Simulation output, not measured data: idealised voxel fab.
The following is a process module called voxel transistor to metal.
Xsec cut, 155 nm wide, square cell size 5 nm.
Each cross-section below is a grid of square cells, stated as bands in top-down order, with one or more rows of cells making up each band. What a band's entry tells you: where the top is and where the bottom is, as heights in nm, and after that what lies inside, material by material from left to right, each with its width in nm. Empty space is written as the word "blank", and a single material marked with the word "all across" occupies the band from edge to edge. Height 0 is the level under which the wafer as received is all one material. The lowest band goes on downwards, as in "0 -> down". A width given as "30..40" starts at the first number in the band's top row and ends at the second number in its bottom row, shifting by an equal amount at every step from row to row. When a step is marked "remained the same", none of the cells in the cross-section changed during that step. "Sealed cavities": empty spaces of 8 cells or more with no open way to the top, each given as width x height at distance, distance from the left edge, all in nm. That trailing text on a step's line, after the settings, is the simulator's own remark on the step. "overlay nm" on a masked step: distance the mask lay right of its planned place, negative for left.

Set out below are the planned steps of the process:
1) RECEIVE with material Si
2) OXIDIZE with depth nm 5
3) CONFORMAL_DEP with material SiN, thk nm 15
4) DIRECTIONAL_DEP with material aC, thk nm 15
5) PATTERN with tone cover, mask id ACTIVE, material resist, width nm 120, thk nm 30, overlay nm 0
6) DIRECTIONAL_ETCH with etch materials aC, depth nm 15
7) STRIP with etch materials resist
8) DIRECTIONAL_ETCH with etch materials SiN, depth nm 15
9) DIRECTIONAL_ETCH with etch materials SiO2, depth nm 5
10) DIRECTIONAL_ETCH with etch materials Si, depth nm 35
11) STRIP with etch materials aC
12) FILL_DEP with material SiO2, thk nm 15
13) CMP with height nm 15
14) SELECTIVE_ETCH with etch materials SiO2, depth nm 5
15) STRIP with etch materials SiN
16) SELECTIVE_ETCH with etch materials SiO2, depth nm 5
17) OXIDIZE with depth nm 5
18) DIRECTIONAL_DEP with material polySi, thk nm 20
19) DIRECTIONAL_DEP with material SiCN, thk nm 10
20) MASKED_ETCH with tone cover, mask id GATE, width nm 30, etch materials SiCN, depth nm 20, overlay nm 0
21) MASKED_ETCH with tone cover, mask id GATE, width nm 30, etch materials polySi, depth nm 30, overlay nm 0
22) CONFORMAL_DEP with material SiO2, thk nm 5
23) DIRECTIONAL_ETCH with etch materials SiO2, depth nm 5
24) CONFORMAL_DEP with material SiN, thk nm 10
25) DIRECTIONAL_ETCH with etch materials SiN, depth nm 10
26) DIRECTIONAL_ETCH with etch materials SiO2, depth nm 5
27) DIRECTIONAL_ETCH with etch materials Si, depth nm 15
28) EPI with material SiGe, thk nm 15
29) FILL_DEP with material SiO2, thk nm 10
30) CMP with height nm 15
31) STRIP with etch materials polySi
32) SELECTIVE_ETCH with etch materials SiO2, depth nm 5
33) CONFORMAL_DEP with material HfO2, thk nm 5
34) CONFORMAL_DEP with material TiN, thk nm 5
35) FILL_DEP with material W, thk nm 10
36) CMP with height nm 10
37) DIRECTIONAL_DEP with material SiO2, thk nm 15
38) DIRECTIONAL_DEP with material aC, thk nm 15
39) PATTERN with tone open, mask id CONTACT, material resist, width nm 20, pitch nm 80, thk nm 30, overlay nm 0
40) DIRECTIONAL_ETCH with etch materials aC, depth nm 15
41) STRIP with etch materials resist
42) DIRECTIONAL_ETCH with etch materials SiO2, depth nm 20
43) STRIP with etch materials aC
44) CONFORMAL_DEP with material TiN, thk nm 5
45) FILL_DEP with material W, thk nm 5
46) CMP with height nm 25
47) DIRECTIONAL_DEP with material TiN, thk nm 5
48) DIRECTIONAL_DEP with material W, thk nm 15
49) MASKED_ETCH with tone cover, mask id METAL_1, width nm 20, pitch nm 80, etch materials W, depth nm 15, overlay nm 0
50) MASKED_ETCH with tone cover, mask id METAL_1, width nm 20, pitch nm 80, etch materials TiN, depth nm 5, overlay nm 0
51) FILL_DEP with material SiO2, thk nm 5
52) CMP with height nm 45
53) CONFORMAL_DEP with material SiCN, thk nm 5

Received-state cross-section, reflecting completion of step 1:
0 -> down = Si all across
Sealed cavities: none

Post-module cross-section of the first of two wafers (run per plan):
50 -> 45 = SiCN all across
45 -> 30 = SiO2: 25 | W: 20 | SiO2: 60 | W: 20 | SiO2: 30
30 -> 25 = SiO2: 25 | TiN: 20 | SiO2: 60 | TiN: 20 | SiO2: 30
25 -> 10 = SiO2: 25 | TiN: 5 | W: 10 | TiN: 5 | SiO2: 60 | TiN: 5 | W: 10 | TiN: 5 | SiO2: 30
10 -> 5 = SiO2: 25 | TiN: 20 | SiN: 10 | HfO2: 5 | TiN: 5 | W: 20 | TiN: 5 | HfO2: 5 | SiN: 10 | TiN: 20 | SiO2: 30
5 -> 0 = SiO2: 15 | SiN: 10 | SiGe: 20 | SiN: 10 | HfO2: 5 | TiN: 5 | W: 20 | TiN: 5 | HfO2: 5 | SiN: 10 | SiGe: 20 | SiN: 10 | SiO2: 20
0 -> -5 = SiO2: 15 | SiN: 10 | SiGe: 20 | SiN: 10 | HfO2: 5 | TiN: 30 | HfO2: 5 | SiN: 10 | SiGe: 20 | SiN: 10 | SiO2: 20
-5 -> -10 = SiO2: 25 | SiGe: 20 | SiO2: 10 | HfO2: 40 | SiO2: 10 | SiGe: 20 | SiO2: 30
-10 -> -25 = SiO2: 15 | Si: 10 | SiGe: 20 | Si: 60 | SiGe: 20 | Si: 10 | SiO2: 20
-25 -> -40 = SiO2: 15 | Si: 120 | SiO2: 20
-40 -> down = Si all across
Sealed cavities: none

End of module, second wafer, cross-section. Started like the first, planned like the first, run with one mistake:
50 -> 45 = SiCN all across
45 -> 30 = SiO2: 25 | W: 20 | SiO2: 60 | W: 20 | SiO2: 30
30 -> 25 = SiO2: 25 | TiN: 20 | SiO2: 60 | TiN: 20 | SiO2: 30
25 -> 15 = SiO2: 25 | TiN: 5 | W: 10 | TiN: 5 | SiO2: 60 | TiN: 5 | W: 10 | TiN: 5 | SiO2: 30
15 -> 10 = SiO2: 25 | TiN: 20 | SiO2: 60 | TiN: 20 | SiO2: 30
10 -> 5 = SiO2: 10 | SiGe: 35 | SiN: 10 | HfO2: 5 | TiN: 5 | W: 20 | TiN: 5 | HfO2: 5 | SiN: 10 | SiGe: 35 | SiO2: 15
5 -> 0 = SiO2: 10 | SiGe: 5 | SiN: 10 | SiGe: 20 | SiN: 10 | HfO2: 5 | TiN: 5 | W: 20 | TiN: 5 | HfO2: 5 | SiN: 10 | SiGe: 20 | SiN: 10 | SiGe: 5 | SiO2: 15
0 -> -5 = SiO2: 15 | SiN: 10 | SiGe: 20 | SiN: 10 | HfO2: 5 | TiN: 30 | HfO2: 5 | SiN: 10 | SiGe: 20 | SiN: 10 | SiO2: 20
-5 -> -10 = SiO2: 25 | SiGe: 20 | SiO2: 10 | HfO2: 40 | SiO2: 10 | SiGe: 20 | SiO2: 30
-10 -> -25 = SiO2: 15 | Si: 10 | SiGe: 20 | Si: 60 | SiGe: 20 | Si: 10 | SiO2: 20
-25 -> -40 = SiO2: 15 | Si: 120 | SiO2: 20
-40 -> down = Si all across
Sealed cavities: none
Which mistake was made when the wafer was run? the plan had its step 28 run twice
Materials where the second wafer ends with more or fewer cells than the first: SiGe +16, SiO2 -8, TiN -4, W -4
